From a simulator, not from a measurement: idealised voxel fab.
The following process module bears the name voxel ribs on slabs.
Cross-sectional view cut (width: 290 nm; square cell size: 5 nm).
Bands, listed from the top down, are how a cross-section gets written in this document; the cross-section itself is a grid of square cells, and a band is one or more rows of them. Band: top and bottom heights (nm) first, top before bottom; then materials from left to right, widths in nm. "everywhere" marks a sole material filling the band edge to edge. "empty" denotes empty space. We count height from 0. Below that, the starting wafer is all one material. The lowest band never ends at the bottom but goes on down; see "0 nm and below" for how that is written. Think of "30->40" as a width that walks from the first number to the second as you go down the band, top row to bottom row, taking equal-sized steps from row to row. Any step labelled "no alterations made" changed none of the cells in the cross-section. "Internal closed voids" contains a list of empty spaces, each no smaller than 8 cells and without an open way to the top, written in the form width x height at distance with the distance from the left edge and all three in nm. Heads up: the bit after the settings on a step's line is the simulator's remark on that step. overlay nm: for a step with a mask, the amount by which the mask lay right of where it was planned; a negative amount means left of it. For the reader: what remains of this document is a series of pairs, each showing a cross-section before one process step and a cross-section after that step which reaches down only to the lowest band that changed, with the step between them and its settings set out under the pair. It should not be assumed that a pair continues from the pair above it; the pairs can come from different runs of this module on the same starting wafer, and such continuity exists only where the entry headed "State before" says so.

State before:
* 0 nm and below | Si everywhere
* Internal closed voids: none

Post-Step Cross-Section:
* 30 nm to 0 nm | SiO2 everywhere
* Below a height of 0, the structure has not been altered.
* Internal closed voids: none
It is this step that lies between the two cross-sections above: DIRECTIONAL_DEP, material SiO2, thk nm 30

State before: the after view from the pair directly above serves as the before view here.

Post-Step Cross-Section:
* 45 nm to 30 nm | SiN everywhere
* Below a height of 30, the structure has not been altered.
* Internal closed voids: none
It is this step that lies between the two cross-sections above: DIRECTIONAL_DEP, material SiN, thk nm 15

State before: the after view from the pair directly above serves as the before view here.

Post-Step Cross-Section:
* 60 nm to 45 nm | aC everywhere
* Below a height of 45, the structure has not been altered.
* Internal closed voids: none
It is this step that lies between the two cross-sections above: DIRECTIONAL_DEP, material aC, thk nm 15

State before: the after view from the pair directly above serves as the before view here.

Post-Step Cross-Section:
* 95 nm to 60 nm | empty=135 | resist=15 | empty=140
* Below a height of 60, the structure has not been altered.
* Internal closed voids: none
It is this step that lies between the two cross-sections above: PATTERN, tone cover, mask id RIB, material resist, width nm 15, thk nm 35, overlay nm 0

State before: the after view from the pair directly above serves as the before view here.

Post-Step Cross-Section:
* 80 nm to 60 nm | empty=135 | resist=15 | empty=140
* 60 nm to 45 nm | empty=135 | aC=15 | empty=140
* Below a height of 45, the structure has not been altered.
* Internal closed voids: none
It is this step that lies between the two cross-sections above: DIRECTIONAL_ETCH, etch materials aC, depth nm 15

State before: the after view from the pair directly above serves as the before view here.

Post-Step Cross-Section:
* 60 nm to 45 nm | empty=135 | aC=15 | empty=140
* Below a height of 45, the structure has not been altered.
* Internal closed voids: none
It is this step that lies between the two cross-sections above: STRIP, etch materials resist

State before: the after view from the pair directly above serves as the before view here.

Post-Step Cross-Section:
* 60 nm to 45 nm | empty=135 | aC=15 | empty=140
* 45 nm to 35 nm | empty=135 | SiN=15 | empty=140
* Below a height of 35, the structure has not been altered.
* Internal closed voids: none
It is this step that lies between the two cross-sections above: DIRECTIONAL_ETCH, etch materials SiN, depth nm 10

State before: the after view from the pair directly above serves as the before view here.

Post-Step Cross-Section:
* 45 nm to 35 nm | empty=135 | SiN=15 | empty=140
* Below a height of 35, the structure has not been altered.
* Internal closed voids: none
It is this step that lies between the two cross-sections above: STRIP, etch materials aC

State before: the after view from the pair directly above serves as the before view here.

Post-Step Cross-Section:
* 55 nm to 45 nm | empty=135 | aC=15 | empty=140
* 45 nm to 35 nm | aC=135 | SiN=15 | aC=140
* Below a height of 35, the structure has not been altered.
* Internal closed voids: none
It is this step that lies between the two cross-sections above: DIRECTIONAL_DEP, material aC, thk nm 10

State before: the after view from the pair directly above serves as the before view here.

Post-Step Cross-Section:
* 85 nm to 55 nm | empty=110 | resist=65 | empty=115
* 55 nm to 45 nm | empty=110 | resist=25 | aC=15 | resist=25 | empty=115
* Below a height of 45, the structure has not been altered.
* Internal closed voids: none
It is this step that lies between the two cross-sections above: PATTERN, tone cover, mask id SLAB, material resist, width nm 65, thk nm 30, overlay nm 0

State before: the after view from the pair directly above serves as the before view here.

Post-Step Cross-Section:
* 75 nm to 55 nm | empty=110 | resist=65 | empty=115
* 55 nm to 45 nm | empty=110 | resist=25 | aC=15 | resist=25 | empty=115
* 45 nm to 35 nm | empty=110 | aC=25 | SiN=15 | aC=25 | empty=115
* Below a height of 35, the structure has not been altered.
* Internal closed voids: none
It is this step that lies between the two cross-sections above: DIRECTIONAL_ETCH, etch materials aC, depth nm 10

State before: the after view from the pair directly above serves as the before view here.

Post-Step Cross-Section:
* 55 nm to 45 nm | empty=135 | aC=15 | empty=140
* Below a height of 45, the structure has not been altered.
* Internal closed voids: none
It is this step that lies between the two cross-sections above: STRIP, etch materials resist

State before: the after view from the pair directly above serves as the before view here.

Post-Step Cross-Section:
* 55 nm to 45 nm | empty=135 | aC=15 | empty=140
* 45 nm to 35 nm | empty=110 | aC=25 | SiN=15 | aC=25 | empty=115
* 35 nm to 30 nm | empty=110 | SiN=65 | empty=115
* Below a height of 30, the structure has not been altered.
* Internal closed voids: none
It is this step that lies between the two cross-sections above: DIRECTIONAL_ETCH, etch materials SiN, depth nm 5

State before: the after view from the pair directly above serves as the before view here.

Post-Step Cross-Section:
* 45 nm to 35 nm | empty=135 | SiN=15 | empty=140
* Below a height of 35, the structure has not been altered.
* Internal closed voids: none
It is this step that lies between the two cross-sections above: STRIP, etch materials aC

State before: the after view from the pair directly above serves as the before view here.

Post-Step Cross-Section:
* 70 nm to 45 nm | SiO2 everywhere
* 45 nm to 35 nm | SiO2=135 | SiN=15 | SiO2=140
* 35 nm to 30 nm | SiO2=110 | SiN=65 | SiO2=115
* Below a height of 30, the structure has not been altered.
* Internal closed voids: none
It is this step that lies between the two cross-sections above: FILL_DEP, material SiO2, thk nm 25

State before: the after view from the pair directly above serves as the before view here.

Post-Step Cross-Section:
* 65 nm to 45 nm | SiO2 everywhere
* Below a height of 45, the structure has not been altered.
* Internal closed voids: none
It is this step that lies between the two cross-sections above: CMP, height nm 65

State before: the after view from the pair directly above serves as the before view here.

Post-Step Cross-Section:
* 75 nm to 65 nm | TiN everywhere
* Below a height of 65, the structure has not been altered.
* Internal closed voids: none
It is this step that lies between the two cross-sections above: DIRECTIONAL_DEP, material TiN, thk nm 10

State before: the after view from the pair directly above serves as the before view here.

Post-Step Cross-Section:
* 75 nm to 65 nm | empty=130 | TiN=25 | empty=135
* Below a height of 65, the structure has not been altered.
* Internal closed voids: none
It is this step that lies between the two cross-sections above: MASKED_ETCH, tone cover, mask id HEATER, width nm 25, etch materials TiN, depth nm 10, overlay nm 0

State before: the after view from the pair directly above serves as the before view here.

Post-Step Cross-Section:
* 80 nm to 75 nm | empty=125 | SiO2=35 | empty=130
* 75 nm to 70 nm | empty=125 | SiO2=5 | TiN=25 | SiO2=5 | empty=130
* 70 nm to 65 nm | SiO2=130 | TiN=25 | SiO2=135
* Below a height of 65, the structure has not been altered.
* Internal closed voids: none
It is this step that lies between the two cross-sections above: CONFORMAL_DEP, material SiO2, thk nm 5

State before:
* 30 nm to 0 nm | SiO2 everywhere
* 0 nm and below | Si everywhere
* Internal closed voids: none

Post-Step Cross-Section:
* 60 nm to 0 nm | SiO2 everywhere
* Below a height of 0, the structure has not been altered.
* Internal closed voids: none
It is this step that lies between the two cross-sections above: DIRECTIONAL_DEP, material SiO2, thk nm 30

State before: the after view from the pair directly above serves as the before view here.

Post-Step Cross-Section:
* 75 nm to 60 nm | SiN everywhere
* Below a height of 60, the structure has not been altered.
* Internal closed voids: none
It is this step that lies between the two cross-sections above: DIRECTIONAL_DEP, material SiN, thk nm 15

State before: the after view from the pair directly above serves as the before view here.

Post-Step Cross-Section:
* 90 nm to 75 nm | aC everywhere
* Below a height of 75, the structure has not been altered.
* Internal closed voids: none
It is this step that lies between the two cross-sections above: DIRECTIONAL_DEP, material aC, thk nm 15

State before: the after view from the pair directly above serves as the before view here.

Post-Step Cross-Section:
* 125 nm to 90 nm | empty=135 | resist=15 | empty=140
* Below a height of 90, the structure has not been altered.
* Internal closed voids: none
It is this step that lies between the two cross-sections above: PATTERN, tone cover, mask id RIB, material resist, width nm 15, thk nm 35, overlay nm 0

State before: the after view from the pair directly above serves as the before view here.

Post-Step Cross-Section:
* 110 nm to 90 nm | empty=135 | resist=15 | empty=140
* 90 nm to 75 nm | empty=135 | aC=15 | empty=140
* Below a height of 75, the structure has not been altered.
* Internal closed voids: none
It is this step that lies between the two cross-sections above: DIRECTIONAL_ETCH, etch materials aC, depth nm 15

State before: the after view from the pair directly above serves as the before view here.

Post-Step Cross-Section:
* 90 nm to 75 nm | empty=135 | aC=15 | empty=140
* Below a height of 75, the structure has not been altered.
* Internal closed voids: none
It is this step that lies between the two cross-sections above: STRIP, etch materials resist

State before: the after view from the pair directly above serves as the before view here.

Post-Step Cross-Section:
* 90 nm to 75 nm | empty=135 | aC=15 | empty=140
* 75 nm to 65 nm | empty=135 | SiN=15 | empty=140
* Below a height of 65, the structure has not been altered.
* Internal closed voids: none
It is this step that lies between the two cross-sections above: DIRECTIONAL_ETCH, etch materials SiN, depth nm 10

State before: the after view from the pair directly above serves as the before view here.

Post-Step Cross-Section:
* 75 nm to 65 nm | empty=135 | SiN=15 | empty=140
* Below a height of 65, the structure has not been altered.
* Internal closed voids: none
It is this step that lies between the two cross-sections above: STRIP, etch materials aC

State before: the after view from the pair directly above serves as the before view here.

Post-Step Cross-Section:
* 85 nm to 75 nm | empty=135 | aC=15 | empty=140
* 75 nm to 65 nm | aC=135 | SiN=15 | aC=140
* Below a height of 65, the structure has not been altered.
* Internal closed voids: none
It is this step that lies between the two cross-sections above: DIRECTIONAL_DEP, material aC, thk nm 10

State before: the after view from the pair directly above serves as the before view here.

Post-Step Cross-Section:
* 115 nm to 85 nm | empty=110 | resist=65 | empty=115
* 85 nm to 75 nm | empty=110 | resist=25 | aC=15 | resist=25 | empty=115
* Below a height of 75, the structure has not been altered.
* Internal closed voids: none
It is this step that lies between the two cross-sections above: PATTERN, tone cover, mask id SLAB, material resist, width nm 65, thk nm 30, overlay nm 0

State before: the after view from the pair directly above serves as the before view here.

Post-Step Cross-Section:
* 105 nm to 85 nm | empty=110 | resist=65 | empty=115
* 85 nm to 75 nm | empty=110 | resist=25 | aC=15 | resist=25 | empty=115
* 75 nm to 65 nm | empty=110 | aC=25 | SiN=15 | aC=25 | empty=115
* Below a height of 65, the structure has not been altered.
* Internal closed voids: none
It is this step that lies between the two cross-sections above: DIRECTIONAL_ETCH, etch materials aC, depth nm 10

State before: the after view from the pair directly above serves as the before view here.

Post-Step Cross-Section:
* 85 nm to 75 nm | empty=135 | aC=15 | empty=140
* Below a height of 75, the structure has not been altered.
* Internal closed voids: none
It is this step that lies between the two cross-sections above: STRIP, etch materials resist

State before: the after view from the pair directly above serves as the before view here.

Post-Step Cross-Section:
* 85 nm to 75 nm | empty=135 | aC=15 | empty=140
* 75 nm to 65 nm | empty=110 | aC=25 | SiN=15 | aC=25 | empty=115
* 65 nm to 60 nm | empty=110 | SiN=65 | empty=115
* Below a height of 60, the structure has not been altered.
* Internal closed voids: none
It is this step that lies between the two cross-sections above: DIRECTIONAL_ETCH, etch materials SiN, depth nm 5

State before: the after view from the pair directly above serves as the before view here.

Post-Step Cross-Section:
* 75 nm to 65 nm | empty=135 | SiN=15 | empty=140
* Below a height of 65, the structure has not been altered.
* Internal closed voids: none
It is this step that lies between the two cross-sections above: STRIP, etch materials aC

State before: the after view from the pair directly above serves as the before view here.

Post-Step Cross-Section:
* 100 nm to 75 nm | SiO2 everywhere
* 75 nm to 65 nm | SiO2=135 | SiN=15 | SiO2=140
* 65 nm to 60 nm | SiO2=110 | SiN=65 | SiO2=115
* Below a height of 60, the structure has not been altered.
* Internal closed voids: none
It is this step that lies between the two cross-sections above: FILL_DEP, material SiO2, thk nm 25

State before: the after view from the pair directly above serves as the before view here.

Post-Step Cross-Section:
* 65 nm to 60 nm | SiO2=110 | SiN=65 | SiO2=115
* Below a height of 60, the structure has not been altered.
* Internal closed voids: none
It is this step that lies between the two cross-sections above: CMP, height nm 65

State before: the after view from the pair directly above serves as the before view here.

Post-Step Cross-Section:
* 75 nm to 65 nm | TiN everywhere
* Below a height of 65, the structure has not been altered.
* Internal closed voids: none
It is this step that lies between the two cross-sections above: DIRECTIONAL_DEP, material TiN, thk nm 10

State before: the after view from the pair directly above serves as the before view here.

Post-Step Cross-Section:
* 75 nm to 65 nm | empty=130 | TiN=25 | empty=135
* Below a height of 65, the structure has not been altered.
* Internal closed voids: none
It is this step that lies between the two cross-sections above: MASKED_ETCH, tone cover, mask id HEATER, width nm 25, etch materials TiN, depth nm 10, overlay nm 0

State before: the after view from the pair directly above serves as the before view here.

Post-Step Cross-Section:
* 80 nm to 75 nm | empty=125 | SiO2=35 | empty=130
* 75 nm to 70 nm | empty=125 | SiO2=5 | TiN=25 | SiO2=5 | empty=130
* 70 nm to 65 nm | SiO2=130 | TiN=25 | SiO2=135
* Below a height of 65, the structure has not been altered.
* Internal closed voids: none
It is this step that lies between the two cross-sections above: CONFORMAL_DEP, material SiO2, thk nm 5

State before:
* 0 nm and below | Si everywhere
* Internal closed voids: none

Post-Step Cross-Section:
* 15 nm to 0 nm | SiN everywhere
* Below a height of 0, the structure has not been altered.
* Internal closed voids: none
It is this step that lies between the two cross-sections above: DIRECTIONAL_DEP, material SiN, thk nm 15

State before: the after view from the pair directly above serves as the before view here.

Post-Step Cross-Section:
* 45 nm to 15 nm | SiO2 everywhere
* Below a height of 15, the structure has not been altered.
* Internal closed voids: none
It is this step that lies between the two cross-sections above: DIRECTIONAL_DEP, material SiO2, thk nm 30

State before: the after view from the pair directly above serves as the before view here.

Post-Step Cross-Section:
* 60 nm to 45 nm | aC everywhere
* Below a height of 45, the structure has not been altered.
* Internal closed voids: none
It is this step that lies between the two cross-sections above: DIRECTIONAL_DEP, material aC, thk nm 15

State before: the after view from the pair directly above serves as the before view here.

Post-Step Cross-Section:
* 95 nm to 60 nm | empty=135 | resist=15 | empty=140
* Below a height of 60, the structure has not been altered.
* Internal closed voids: none
It is this step that lies between the two cross-sections above: PATTERN, tone cover, mask id RIB, material resist, width nm 15, thk nm 35, overlay nm 0

State before: the after view from the pair directly above serves as the before view here.

Post-Step Cross-Section:
* 80 nm to 60 nm | empty=135 | resist=15 | empty=140
* 60 nm to 45 nm | empty=135 | aC=15 | empty=140
* Below a height of 45, the structure has not been altered.
* Internal closed voids: none
It is this step that lies between the two cross-sections above: DIRECTIONAL_ETCH, etch materials aC, depth nm 15

State before: the after view from the pair directly above serves as the before view here.

Post-Step Cross-Section:
* 60 nm to 45 nm | empty=135 | aC=15 | empty=140
* Below a height of 45, the structure has not been altered.
* Internal closed voids: none
It is this step that lies between the two cross-sections above: STRIP, etch materials resist

State before: the after view from the pair directly above serves as the before view here.

Post-Step Cross-Section:
* 45 nm to 15 nm | SiO2 everywhere
* Below a height of 15, the structure has not been altered.
* Internal closed voids: none
It is this step that lies between the two cross-sections above: STRIP, etch materials aC

State before: the after view from the pair directly above serves as the before view here.

Post-Step Cross-Section:
* 55 nm to 45 nm | aC everywhere
* Below a height of 45, the structure has not been altered.
* Internal closed voids: none
It is this step that lies between the two cross-sections above: DIRECTIONAL_DEP, material aC, thk nm 10

State before: the after view from the pair directly above serves as the before view here.

Post-Step Cross-Section:
* 85 nm to 55 nm | empty=110 | resist=65 | empty=115
* Below a height of 55, the structure has not been altered.
* Internal closed voids: none
It is this step that lies between the two cross-sections above: PATTERN, tone cover, mask id SLAB, material resist, width nm 65, thk nm 30, overlay nm 0

State before: the after view from the pair directly above serves as the before view here.

Post-Step Cross-Section:
* 75 nm to 55 nm | empty=110 | resist=65 | empty=115
* 55 nm to 45 nm | empty=110 | aC=65 | empty=115
* Below a height of 45, the structure has not been altered.
* Internal closed voids: none
It is this step that lies between the two cross-sections above: DIRECTIONAL_ETCH, etch materials aC, depth nm 10

State before: the after view from the pair directly above serves as the before view here.

Post-Step Cross-Section:
* 55 nm to 45 nm | empty=110 | aC=65 | empty=115
* Below a height of 45, the structure has not been altered.
* Internal closed voids: none
It is this step that lies between the two cross-sections above: STRIP, etch materials resist

State before: the after view from the pair directly above serves as the before view here.

Post-Step Cross-Section:
* 45 nm to 15 nm | SiO2 everywhere
* Below a height of 15, the structure has not been altered.
* Internal closed voids: none
It is this step that lies between the two cross-sections above: STRIP, etch materials aC

State before: the after view from the pair directly above serves as the before view here.

Post-Step Cross-Section:
* 70 nm to 15 nm | SiO2 everywhere
* Below a height of 15, the structure has not been altered.
* Internal closed voids: none
It is this step that lies between the two cross-sections above: FILL_DEP, material SiO2, thk nm 25

State before: the after view from the pair directly above serves as the before view here.

Post-Step Cross-Section:
* 65 nm to 15 nm | SiO2 everywhere
* Below a height of 15, the structure has not been altered.
* Internal closed voids: none
It is this step that lies between the two cross-sections above: CMP, height nm 65

State before: the after view from the pair directly above serves as the before view here.

Post-Step Cross-Section:
* 75 nm to 65 nm | TiN everywhere
* Below a height of 65, the structure has not been altered.
* Internal closed voids: none
It is this step that lies between the two cross-sections above: DIRECTIONAL_DEP, material TiN, thk nm 10

State before: the after view from the pair directly above serves as the before view here.

Post-Step Cross-Section:
* 75 nm to 65 nm | empty=130 | TiN=25 | empty=135
* Below a height of 65, the structure has not been altered.
* Internal closed voids: none
It is this step that lies between the two cross-sections above: MASKED_ETCH, tone cover, mask id HEATER, width nm 25, etch materials TiN, depth nm 10, overlay nm 0

State before: the after view from the pair directly above serves as the before view here.

Post-Step Cross-Section:
* 80 nm to 75 nm | empty=125 | SiO2=35 | empty=130
* 75 nm to 70 nm | empty=125 | SiO2=5 | TiN=25 | SiO2=5 | empty=130
* 70 nm to 65 nm | SiO2=130 | TiN=25 | SiO2=135
* Below a height of 65, the structure has not been altered.
* Internal closed voids: none
It is this step that lies between the two cross-sections above: CONFORMAL_DEP, material SiO2, thk nm 5

State before:
* 70 nm to 45 nm | SiO2 everywhere
* 45 nm to 35 nm | SiO2=135 | SiN=15 | SiO2=140
* 35 nm to 30 nm | SiO2=110 | SiN=65 | SiO2=115
* 30 nm to 0 nm | SiO2 everywhere
* 0 nm and below | Si everywhere
* Internal closed voids: none

Post-Step Cross-Section:
* 60 nm to 45 nm | SiO2 everywhere
* Below a height of 45, the structure has not been altered.
* Internal closed voids: none
It is this step that lies between the two cross-sections above: CMP, height nm 60

State before: the after view from the pair directly above serves as the before view here.

Post-Step Cross-Section:
* 70 nm to 60 nm | TiN everywhere
* Below a height of 60, the structure has not been altered.
* Internal closed voids: none
It is this step that lies between the two cross-sections above: DIRECTIONAL_DEP, material TiN, thk nm 10

State before: the after view from the pair directly above serves as the before view here.

Post-Step Cross-Section:
* 70 nm to 60 nm | empty=130 | TiN=25 | empty=135
* Below a height of 60, the structure has not been altered.
* Internal closed voids: none
It is this step that lies between the two cross-sections above: MASKED_ETCH, tone cover, mask id HEATER, width nm 25, etch materials TiN, depth nm 10, overlay nm 0

State before: the after view from the pair directly above serves as the before view here.

Post-Step Cross-Section:
* 75 nm to 70 nm | empty=125 | SiO2=35 | empty=130
* 70 nm to 65 nm | empty=125 | SiO2=5 | TiN=25 | SiO2=5 | empty=130
* 65 nm to 60 nm | SiO2=130 | TiN=25 | SiO2=135
* Below a height of 60, the structure has not been altered.
* Internal closed voids: none
It is this step that lies between the two cross-sections above: CONFORMAL_DEP, material SiO2, thk nm 5

State before:
* 75 nm to 65 nm | TiN everywhere
* 65 nm to 45 nm | SiO2 everywhere
* 45 nm to 35 nm | SiO2=135 | SiN=15 | SiO2=140
* 35 nm to 30 nm | SiO2=110 | SiN=65 | SiO2=115
* 30 nm to 0 nm | SiO2 everywhere
* 0 nm and below | Si everywhere
* Internal closed voids: none

Post-Step Cross-Section:
* 75 nm to 65 nm | empty=125 | TiN=35 | empty=130
* Below a height of 65, the structure has not been altered.
* Internal closed voids: none
It is this step that lies between the two cross-sections above: MASKED_ETCH, tone cover, mask id HEATER, width nm 35, etch materials TiN, depth nm 10, overlay nm 0

State before: the after view from the pair directly above serves as the before view here.

Post-Step Cross-Section:
* 80 nm to 75 nm | empty=120 | SiO2=45 | empty=125
* 75 nm to 70 nm | empty=120 | SiO2=5 | TiN=35 | SiO2=5 | empty=125
* 70 nm to 65 nm | SiO2=125 | TiN=35 | SiO2=130
* Below a height of 65, the structure has not been altered.
* Internal closed voids: none
It is this step that lies between the two cross-sections above: CONFORMAL_DEP, material SiO2, thk nm 5

State before:
* 55 nm to 45 nm | empty=135 | aC=15 | empty=140
* 45 nm to 35 nm | aC=135 | SiN=15 | aC=140
* 35 nm to 30 nm | SiN everywhere
* 30 nm to 0 nm | SiO2 everywhere
* 0 nm and below | Si everywhere
* Internal closed voids: none

Post-Step Cross-Section:
* 85 nm to 55 nm | empty=105 | resist=65 | empty=120
* 55 nm to 45 nm | empty=105 | resist=30 | aC=15 | resist=20 | empty=120
* Below a height of 45, the structure has not been altered.
* Internal closed voids: none
It is this step that lies between the two cross-sections above: PATTERN, tone cover, mask id SLAB, material resist, width nm 65, thk nm 30, overlay nm -5

State before: the after view from the pair directly above serves as the before view here.

Post-Step Cross-Section:
* 75 nm to 55 nm | empty=105 | resist=65 | empty=120
* 55 nm to 45 nm | empty=105 | resist=30 | aC=15 | resist=20 | empty=120
* 45 nm to 35 nm | empty=105 | aC=30 | SiN=15 | aC=20 | empty=120
* Below a height of 35, the structure has not been altered.
* Internal closed voids: none
It is this step that lies between the two cross-sections above: DIRECTIONAL_ETCH, etch materials aC, depth nm 10

State before: the after view from the pair directly above serves as the before view here.

Post-Step Cross-Section:
* 55 nm to 45 nm | empty=135 | aC=15 | empty=140
* Below a height of 45, the structure has not been altered.
* Internal closed voids: none
It is this step that lies between the two cross-sections above: STRIP, etch materials resist

State before: the after view from the pair directly above serves as the before view here.

Post-Step Cross-Section:
* 55 nm to 45 nm | empty=135 | aC=15 | empty=140
* 45 nm to 35 nm | empty=105 | aC=30 | SiN=15 | aC=20 | empty=120
* 35 nm to 30 nm | empty=105 | SiN=65 | empty=120
* Below a height of 30, the structure has not been altered.
* Internal closed voids: none
It is this step that lies between the two cross-sections above: DIRECTIONAL_ETCH, etch materials SiN, depth nm 5

State before: the after view from the pair directly above serves as the before view here.

Post-Step Cross-Section:
* 45 nm to 35 nm | empty=135 | SiN=15 | empty=140
* Below a height of 35, the structure has not been altered.
* Internal closed voids: none
It is this step that lies between the two cross-sections above: STRIP, etch materials aC

State before: the after view from the pair directly above serves as the before view here.

Post-Step Cross-Section:
* 70 nm to 45 nm | SiO2 everywhere
* 45 nm to 35 nm | SiO2=135 | SiN=15 | SiO2=140
* 35 nm to 30 nm | SiO2=105 | SiN=65 | SiO2=120
* Below a height of 30, the structure has not been altered.
* Internal closed voids: none
It is this step that lies between the two cross-sections above: FILL_DEP, material SiO2, thk nm 25

State before: the after view from the pair directly above serves as the before view here.

Post-Step Cross-Section:
* 65 nm to 45 nm | SiO2 everywhere
* Below a height of 45, the structure has not been altered.
* Internal closed voids: none
It is this step that lies between the two cross-sections above: CMP, height nm 65

State before: the after view from the pair directly above serves as the before view here.

Post-Step Cross-Section:
* 75 nm to 65 nm | TiN everywhere
* Below a height of 65, the structure has not been altered.
* Internal closed voids: none
It is this step that lies between the two cross-sections above: DIRECTIONAL_DEP, material TiN, thk nm 10

State before: the after view from the pair directly above serves as the before view here.

Post-Step Cross-Section:
* 75 nm to 65 nm | empty=130 | TiN=25 | empty=135
* Below a height of 65, the structure has not been altered.
* Internal closed voids: none
It is this step that lies between the two cross-sections above: MASKED_ETCH, tone cover, mask id HEATER, width nm 25, etch materials TiN, depth nm 10, overlay nm 0

State before: the after view from the pair directly above serves as the before view here.

Post-Step Cross-Section:
* 80 nm to 75 nm | empty=125 | SiO2=35 | empty=130
* 75 nm to 70 nm | empty=125 | SiO2=5 | TiN=25 | SiO2=5 | empty=130
* 70 nm to 65 nm | SiO2=130 | TiN=25 | SiO2=135
* Below a height of 65, the structure has not been altered.
* Internal closed voids: none
It is this step that lies between the two cross-sections above: CONFORMAL_DEP, material SiO2, thk nm 5

State before:
* 30 nm to 0 nm | SiO2 everywhere
* 0 nm and below | Si everywhere
* Internal closed voids: none

Post-Step Cross-Section:
* 45 nm to 30 nm | TiN everywhere
* Below a height of 30, the structure has not been altered.
* Internal closed voids: none
It is this step that lies between the two cross-sections above: DIRECTIONAL_DEP, material TiN, thk nm 15

State before: the after view from the pair directly above serves as the before view here.

Post-Step Cross-Section:
* 60 nm to 45 nm | aC everywhere
* Below a height of 45, the structure has not been altered.
* Internal closed voids: none
It is this step that lies between the two cross-sections above: DIRECTIONAL_DEP, material aC, thk nm 15

State before: the after view from the pair directly above serves as the before view here.

Post-Step Cross-Section:
* 95 nm to 60 nm | empty=135 | resist=15 | empty=140
* Below a height of 60, the structure has not been altered.
* Internal closed voids: none
It is this step that lies between the two cross-sections above: PATTERN, tone cover, mask id RIB, material resist, width nm 15, thk nm 35, overlay nm 0

State before: the after view from the pair directly above serves as the before view here.

Post-Step Cross-Section:
* 80 nm to 60 nm | empty=135 | resist=15 | empty=140
* 60 nm to 45 nm | empty=135 | aC=15 | empty=140
* Below a height of 45, the structure has not been altered.
* Internal closed voids: none
It is this step that lies between the two cross-sections above: DIRECTIONAL_ETCH, etch materials aC, depth nm 15

State before: the after view from the pair directly above serves as the before view here.

Post-Step Cross-Section:
* 60 nm to 45 nm | empty=135 | aC=15 | empty=140
* Below a height of 45, the structure has not been altered.
* Internal closed voids: none
It is this step that lies between the two cross-sections above: STRIP, etch materials resist

State before: the after view from the pair directly above serves as the before view here.

Post-Step Cross-Section:
* 45 nm to 30 nm | TiN everywhere
* Below a height of 30, the structure has not been altered.
* Internal closed voids: none
It is this step that lies between the two cross-sections above: STRIP, etch materials aC

State before: the after view from the pair directly above serves as the before view here.

Post-Step Cross-Section:
* 55 nm to 45 nm | aC everywhere
* Below a height of 45, the structure has not been altered.
* Internal closed voids: none
It is this step that lies between the two cross-sections above: DIRECTIONAL_DEP, material aC, thk nm 10

State before: the after view from the pair directly above serves as the before view here.

Post-Step Cross-Section:
* 85 nm to 55 nm | empty=110 | resist=65 | empty=115
* Below a height of 55, the structure has not been altered.
* Internal closed voids: none
It is this step that lies between the two cross-sections above: PATTERN, tone cover, mask id SLAB, material resist, width nm 65, thk nm 30, overlay nm 0

State before: the after view from the pair directly above serves as the before view here.

Post-Step Cross-Section:
* 75 nm to 55 nm | empty=110 | resist=65 | empty=115
* 55 nm to 45 nm | empty=110 | aC=65 | empty=115
* Below a height of 45, the structure has not been altered.
* Internal closed voids: none
It is this step that lies between the two cross-sections above: DIRECTIONAL_ETCH, etch materials aC, depth nm 10

State before: the after view from the pair directly above serves as the before view here.

Post-Step Cross-Section:
* 55 nm to 45 nm | empty=110 | aC=65 | empty=115
* Below a height of 45, the structure has not been altered.
* Internal closed voids: none
It is this step that lies between the two cross-sections above: STRIP, etch materials resist

State before: the after view from the pair directly above serves as the before view here.

Post-Step Cross-Section:
* 45 nm to 30 nm | TiN everywhere
* Below a height of 30, the structure has not been altered.
* Internal closed voids: none
It is this step that lies between the two cross-sections above: STRIP, etch materials aC

State before: the after view from the pair directly above serves as the before view here.

Post-Step Cross-Section:
* 70 nm to 45 nm | SiO2 everywhere
* Below a height of 45, the structure has not been altered.
* Internal closed voids: none
It is this step that lies between the two cross-sections above: FILL_DEP, material SiO2, thk nm 25

State before: the after view from the pair directly above serves as the before view here.

Post-Step Cross-Section:
* 65 nm to 45 nm | SiO2 everywhere
* Below a height of 45, the structure has not been altered.
* Internal closed voids: none
It is this step that lies between the two cross-sections above: CMP, height nm 65

State before: the after view from the pair directly above serves as the before view here.

Post-Step Cross-Section:
* 75 nm to 65 nm | TiN everywhere
* Below a height of 65, the structure has not been altered.
* Internal closed voids: none
It is this step that lies between the two cross-sections above: DIRECTIONAL_DEP, material TiN, thk nm 10

State before: the after view from the pair directly above serves as the before view here.

Post-Step Cross-Section:
* 75 nm to 65 nm | empty=130 | TiN=25 | empty=135
* Below a height of 65, the structure has not been altered.
* Internal closed voids: none
It is this step that lies between the two cross-sections above: MASKED_ETCH, tone cover, mask id HEATER, width nm 25, etch materials TiN, depth nm 10, overlay nm 0

State before: the after view from the pair directly above serves as the before view here.

Post-Step Cross-Section:
* 80 nm to 75 nm | empty=125 | SiO2=35 | empty=130
* 75 nm to 70 nm | empty=125 | SiO2=5 | TiN=25 | SiO2=5 | empty=130
* 70 nm to 65 nm | SiO2=130 | TiN=25 | SiO2=135
* Below a height of 65, the structure has not been altered.
* Internal closed voids: none
It is this step that lies between the two cross-sections above: CONFORMAL_DEP, material SiO2, thk nm 5

State before:
* 60 nm to 45 nm | aC everywhere
* 45 nm to 30 nm | SiN everywhere
* 30 nm to 0 nm | SiO2 everywhere
* 0 nm and below | Si everywhere
* Internal closed voids: none

Post-Step Cross-Section:
* 95 nm to 60 nm | resist=135 | empty=15 | resist=140
* Below a height of 60, the structure has not been altered.
* Internal closed voids: none
It is this step that lies between the two cross-sections above: PATTERN, tone open, mask id RIB, material resist, width nm 15, thk nm 35, overlay nm 0

State before: the after view from the pair directly above serves as the before view here.

Post-Step Cross-Section:
* 80 nm to 60 nm | resist=135 | empty=15 | resist=140
* 60 nm to 45 nm | aC=135 | empty=15 | aC=140
* Below a height of 45, the structure has not been altered.
* Internal closed voids: none
It is this step that lies between the two cross-sections above: DIRECTIONAL_ETCH, etch materials aC, depth nm 15

State before: the after view from the pair directly above serves as the before view here.

Post-Step Cross-Section:
* 60 nm to 45 nm | aC=135 | empty=15 | aC=140
* Below a height of 45, the structure has not been altered.
* Internal closed voids: none
It is this step that lies between the two cross-sections above: STRIP, etch materials resist

State before: the after view from the pair directly above serves as the before view here.

Post-Step Cross-Section:
* 60 nm to 45 nm | aC=135 | empty=15 | aC=140
* 45 nm to 35 nm | SiN=135 | empty=15 | SiN=140
* Below a height of 35, the structure has not been altered.
* Internal closed voids: none
It is this step that lies between the two cross-sections above: DIRECTIONAL_ETCH, etch materials SiN, depth nm 10
